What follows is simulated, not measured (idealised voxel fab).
The name of this process module is voxel wiring stack.
This is section cut - it's 285 nm across, gridded in 5 nm square cells.
For the purposes of this document, a cross-section shall be understood as a grid of square cells, specified as bands listed in top-to-bottom order, each band consisting of one or more rows of cells. The entry gives the band's vertical extent as a top height and a bottom height in nm, then its horizontal make-up as materials from left to right, each with a width in nm. "empty" stands for empty space; a single material marked "full width" fills the band edge to edge. Below 0: as-received wafer, all one material; heights counted from there. Lowest band: no bottom, goes on down, written "top 0, no bottom". Width "30->40": first value at the band's top row of cells, second value at its bottom row, equal change from row to row. Key: "changes: none" - step with no changed cell in the cross-section. So "closed voids" is basically the list of trapped voids: any empty space of 8 cells or more that can't reach the top through an opening. They're written width x height at distance, the distance being from the left edge, and it's all nm. Step line, after settings: the simulator's comment on this step. overlay nm: mask offset rightward from planned place, masked step; negative means leftward offset.

**Process steps foreseen in the plan**
1. RECEIVE [material Si]
2. CONFORMAL_DEP [material SiO2] [thk nm 15]
3. CONFORMAL_DEP [material SiCN] [thk nm 5]
4. DIRECTIONAL_DEP [material SiO2] [thk nm 25]
5. MASKED_ETCH [tone open] [mask id METAL_1] [width nm 25] [pitch nm 40] [etch materials SiO2] [depth nm 25] [overlay nm 0]
6. MASKED_ETCH [tone open] [mask id METAL_1] [width nm 25] [pitch nm 40] [etch materials SiCN] [depth nm 5] [overlay nm 0]
7. CONFORMAL_DEP [material TiN] [thk nm 5]
8. FILL_DEP [material Ru] [thk nm 10]
9. CMP [height nm 35]
10. EPI [material Ru] [thk nm 5]
11. FILL_DEP [material SiCN] [thk nm 5]
12. DIRECTIONAL_DEP [material lowk] [thk nm 35]
13. MASKED_ETCH [tone open] [mask id METAL_2] [width nm 25] [pitch nm 40] [etch materials lowk] [depth nm 20] [overlay nm 0]
14. MASKED_ETCH [tone open] [mask id METAL_2_HOLES] [width nm 15] [pitch nm 80] [etch materials lowk] [depth nm 15] [overlay nm 0]
15. MASKED_ETCH [tone open] [mask id METAL_2_HOLES] [width nm 15] [pitch nm 80] [etch materials SiCN] [depth nm 5] [overlay nm 0]
16. CONFORMAL_DEP [material TiN] [thk nm 5]
17. FILL_DEP [material Cu] [thk nm 5]
18. CMP [height nm 90]
19. CONFORMAL_DEP [material SiCN] [thk nm 5]
20. DIRECTIONAL_DEP [material SiO2] [thk nm 10]
21. DIRECTIONAL_DEP [material aC] [thk nm 15]
22. PATTERN [tone open] [mask id PLUG_2] [material resist] [width nm 15] [pitch nm 40] [thk nm 35] [overlay nm 0]
23. DIRECTIONAL_ETCH [etch materials aC] [depth nm 15]
24. STRIP [etch materials resist]
25. DIRECTIONAL_ETCH [etch materials SiO2] [depth nm 10]
26. DIRECTIONAL_ETCH [etch materials SiCN] [depth nm 5]
27. STRIP [etch materials aC]
28. EPI [material Ru] [thk nm 10]
29. EPI [material Ru] [thk nm 5]
30. CONFORMAL_DEP [material SiN] [thk nm 5]
31. DIRECTIONAL_DEP [material lowk] [thk nm 20]
32. DIRECTIONAL_DEP [material aC] [thk nm 10]
33. PATTERN [tone open] [mask id METAL_3] [material resist] [width nm 25] [pitch nm 40] [thk nm 30] [overlay nm 0]
34. DIRECTIONAL_ETCH [etch materials aC] [depth nm 10]
35. STRIP [etch materials resist]
36. DIRECTIONAL_ETCH [etch materials lowk] [depth nm 20]
37. DIRECTIONAL_ETCH [etch materials SiN] [depth nm 5]
38. STRIP [etch materials aC]
39. CONFORMAL_DEP [material TiN] [thk nm 5]
40. FILL_DEP [material W] [thk nm 10]
41. CMP [height nm 130]
42. CONFORMAL_DEP [material SiCN] [thk nm 5]
43. DIRECTIONAL_DEP [material lowk] [thk nm 15]
44. DIRECTIONAL_DEP [material aC] [thk nm 15]
45. PATTERN [tone open] [mask id PLUG_3] [material resist] [width nm 15] [pitch nm 80] [thk nm 35] [overlay nm 0]
46. DIRECTIONAL_ETCH [etch materials aC] [depth nm 15]
47. STRIP [etch materials resist]
48. DIRECTIONAL_ETCH [etch materials lowk] [depth nm 15]
49. DIRECTIONAL_ETCH [etch materials SiCN] [depth nm 5]
50. STRIP [etch materials aC]
51. EPI [material Ru] [thk nm 10]
52. EPI [material Ru] [thk nm 10]
53. DIRECTIONAL_DEP [material TiN] [thk nm 5]
54. DIRECTIONAL_DEP [material Ru] [thk nm 15]
55. MASKED_ETCH [tone cover] [mask id METAL_4] [width nm 25] [pitch nm 40] [etch materials Ru] [depth nm 15] [overlay nm 0]
56. MASKED_ETCH [tone cover] [mask id METAL_4] [width nm 25] [pitch nm 40] [etch materials TiN] [depth nm 5] [overlay nm 0]
57. CONFORMAL_DEP [material SiCN] [thk nm 5]
58. FILL_DEP [material lowk] [thk nm 10]
59. CMP [height nm 170]
60. CONFORMAL_DEP [material SiCN] [thk nm 5]
Keep in mind the plan's value for the height nm of step 9 comes from the first wafer; the wafers don't share that setting, but they do share the same starting point.

**Cross-section, first of several wafers, as delivered after step 1**
> top 0, no bottom  Si full width
> closed voids: none

**The figure below presents a cross-section of the first of several wafers at the conclusion of the module, following its last step, step 60**
> top 175, bottom 170  SiCN full width
> top 170, bottom 155  lowk 65 nm / SiCN 5 nm / Ru 25 nm / SiCN 5 nm / lowk 5 nm / SiCN 5 nm / Ru 25 nm / SiCN 5 nm / lowk 5 nm / SiCN 5 nm / Ru 25 nm / SiCN 5 nm / lowk 5 nm / SiCN 5 nm / Ru 25 nm / SiCN 5 nm / lowk 65 nm
> top 155, bottom 150  SiCN 70 nm / TiN 25 nm / SiCN 15 nm / TiN 25 nm / SiCN 15 nm / TiN 25 nm / SiCN 15 nm / TiN 25 nm / SiCN 70 nm
> top 150, bottom 135  lowk 70 nm / Ru 15 nm / lowk 65 nm / Ru 15 nm / lowk 120 nm
> top 135, bottom 130  SiCN 70 nm / Ru 15 nm / SiCN 65 nm / Ru 15 nm / SiCN 120 nm
> top 130, bottom 110  lowk 70 nm / TiN 5 nm / W 15 nm / TiN 5 nm / lowk 15 nm / TiN 5 nm / W 15 nm / TiN 5 nm / lowk 15 nm / TiN 5 nm / W 15 nm / TiN 5 nm / lowk 15 nm / TiN 5 nm / W 15 nm / TiN 5 nm / lowk 70 nm
> top 110, bottom 105  SiN 70 nm / TiN 25 nm / SiN 15 nm / TiN 25 nm / SiN 15 nm / TiN 25 nm / SiN 15 nm / TiN 25 nm / SiN 70 nm
> top 105, bottom 95  SiO2 70 nm / Ru 15 nm / SiO2 25 nm / Ru 15 nm / SiO2 25 nm / Ru 15 nm / SiO2 25 nm / Ru 15 nm / SiO2 80 nm
> top 95, bottom 90  SiCN 70 nm / Ru 15 nm / SiCN 25 nm / Ru 15 nm / SiCN 25 nm / Ru 15 nm / SiCN 25 nm / Ru 15 nm / SiCN 80 nm
> top 90, bottom 85  Cu full width
> top 85, bottom 80  TiN 75 nm / Cu 15 nm / TiN 25 nm / Cu 15 nm / TiN 25 nm / Cu 15 nm / TiN 25 nm / Cu 15 nm / TiN 75 nm
> top 80, bottom 65  lowk 70 nm / TiN 5 nm / Cu 15 nm / TiN 5 nm / lowk 15 nm / TiN 5 nm / Cu 15 nm / TiN 5 nm / lowk 15 nm / TiN 5 nm / Cu 15 nm / TiN 5 nm / lowk 15 nm / TiN 5 nm / Cu 15 nm / TiN 5 nm / lowk 70 nm
> top 65, bottom 60  lowk 70 nm / TiN 5 nm / Cu 5 nm / TiN 15 nm / lowk 15 nm / TiN 25 nm / lowk 15 nm / TiN 5 nm / Cu 5 nm / TiN 15 nm / lowk 15 nm / TiN 25 nm / lowk 70 nm
> top 60, bottom 45  lowk 70 nm / TiN 5 nm / Cu 5 nm / TiN 5 nm / lowk 65 nm / TiN 5 nm / Cu 5 nm / TiN 5 nm / lowk 120 nm
> top 45, bottom 40  SiCN 70 nm / TiN 15 nm / SiCN 65 nm / TiN 15 nm / SiCN 120 nm
> top 40, bottom 35  SiCN 65 nm / Ru 35 nm / SiCN 5 nm / Ru 35 nm / SiCN 5 nm / Ru 35 nm / SiCN 5 nm / Ru 35 nm / SiCN 65 nm
> top 35, bottom 20  SiO2 70 nm / TiN 5 nm / Ru 15 nm / TiN 5 nm / SiO2 15 nm / TiN 5 nm / Ru 15 nm / TiN 5 nm / SiO2 15 nm / TiN 5 nm / Ru 15 nm / TiN 5 nm / SiO2 15 nm / TiN 5 nm / Ru 15 nm / TiN 5 nm / SiO2 70 nm
> top 20, bottom 15  SiCN 70 nm / TiN 25 nm / SiCN 15 nm / TiN 25 nm / SiCN 15 nm / TiN 25 nm / SiCN 15 nm / TiN 25 nm / SiCN 70 nm
> top 15, bottom 0  SiO2 full width
> top 0, no bottom  Si full width
> closed voids: none

**The final wafer, sectioned at module end**
> top 175, bottom 170  SiCN full width
> top 170, bottom 155  lowk 65 nm / SiCN 5 nm / Ru 25 nm / SiCN 5 nm / lowk 5 nm / SiCN 5 nm / Ru 25 nm / SiCN 5 nm / lowk 5 nm / SiCN 5 nm / Ru 25 nm / SiCN 5 nm / lowk 5 nm / SiCN 5 nm / Ru 25 nm / SiCN 5 nm / lowk 65 nm
> top 155, bottom 150  SiCN 70 nm / TiN 25 nm / SiCN 15 nm / TiN 25 nm / SiCN 15 nm / TiN 25 nm / SiCN 15 nm / TiN 25 nm / SiCN 70 nm
> top 150, bottom 135  lowk 70 nm / Ru 15 nm / lowk 65 nm / Ru 15 nm / lowk 120 nm
> top 135, bottom 130  SiCN 70 nm / Ru 15 nm / SiCN 65 nm / Ru 15 nm / SiCN 120 nm
> top 130, bottom 110  lowk 70 nm / TiN 5 nm / W 15 nm / TiN 5 nm / lowk 15 nm / TiN 5 nm / W 15 nm / TiN 5 nm / lowk 15 nm / TiN 5 nm / W 15 nm / TiN 5 nm / lowk 15 nm / TiN 5 nm / W 15 nm / TiN 5 nm / lowk 70 nm
> top 110, bottom 105  SiN 70 nm / TiN 25 nm / SiN 15 nm / TiN 25 nm / SiN 15 nm / TiN 25 nm / SiN 15 nm / TiN 25 nm / SiN 70 nm
> top 105, bottom 95  SiO2 70 nm / Ru 15 nm / SiO2 25 nm / Ru 15 nm / SiO2 25 nm / Ru 15 nm / SiO2 25 nm / Ru 15 nm / SiO2 80 nm
> top 95, bottom 90  SiCN 70 nm / Ru 15 nm / SiCN 25 nm / Ru 15 nm / SiCN 25 nm / Ru 15 nm / SiCN 25 nm / Ru 15 nm / SiCN 80 nm
> top 90, bottom 85  lowk 70 nm / TiN 5 nm / Cu 5 nm / TiN 15 nm / lowk 15 nm / TiN 25 nm / lowk 15 nm / TiN 5 nm / Cu 5 nm / TiN 15 nm / lowk 15 nm / TiN 25 nm / lowk 70 nm
> top 85, bottom 70  lowk 70 nm / TiN 5 nm / Cu 5 nm / TiN 5 nm / lowk 65 nm / TiN 5 nm / Cu 5 nm / TiN 5 nm / lowk 120 nm
> top 70, bottom 65  SiCN 70 nm / TiN 15 nm / SiCN 65 nm / TiN 15 nm / SiCN 120 nm
> top 65, bottom 50  Ru full width
> top 50, bottom 45  TiN 75 nm / Ru 15 nm / TiN 25 nm / Ru 15 nm / TiN 25 nm / Ru 15 nm / TiN 25 nm / Ru 15 nm / TiN 75 nm
> top 45, bottom 20  SiO2 70 nm / TiN 5 nm / Ru 15 nm / TiN 5 nm / SiO2 15 nm / TiN 5 nm / Ru 15 nm / TiN 5 nm / SiO2 15 nm / TiN 5 nm / Ru 15 nm / TiN 5 nm / SiO2 15 nm / TiN 5 nm / Ru 15 nm / TiN 5 nm / SiO2 70 nm
> top 20, bottom 15  SiCN 70 nm / TiN 25 nm / SiCN 15 nm / TiN 25 nm / SiCN 15 nm / TiN 25 nm / SiCN 15 nm / TiN 25 nm / SiCN 70 nm
> top 15, bottom 0  SiO2 full width
> top 0, no bottom  Si full width
> closed voids: none

**Where each wafer stands at the end of the module, a row apiece: cells of each material gained (+) or lost (-) since it was received, then closed voids**
height nm 35 | +113 Cu | +184 Ru | +331 SiCN | +37 SiN | +372 SiO2 | +221 TiN | +48 W | +689 lowk | closed voids: none
height nm 40 | +56 Cu | +196 Ru | +331 SiCN | +37 SiN | +409 SiO2 | +229 TiN | +48 W | +689 lowk | closed voids: none
height nm 45 | +44 Cu | +208 Ru | +331 SiCN | +37 SiN | +446 SiO2 | +192 TiN | +48 W | +689 lowk | closed voids: none
height nm 50 | +32 Cu | +249 Ru | +302 SiCN | +37 SiN | +446 SiO2 | +229 TiN | +48 W | +652 lowk | closed voids: none
height nm 55 | +20 Cu | +306 Ru | +302 SiCN | +37 SiN | +446 SiO2 | +221 TiN | +48 W | +615 lowk | closed voids: none
height nm 60 | +8 Cu | +363 Ru | +302 SiCN | +37 SiN | +446 SiO2 | +213 TiN | +48 W | +578 lowk | closed voids: none
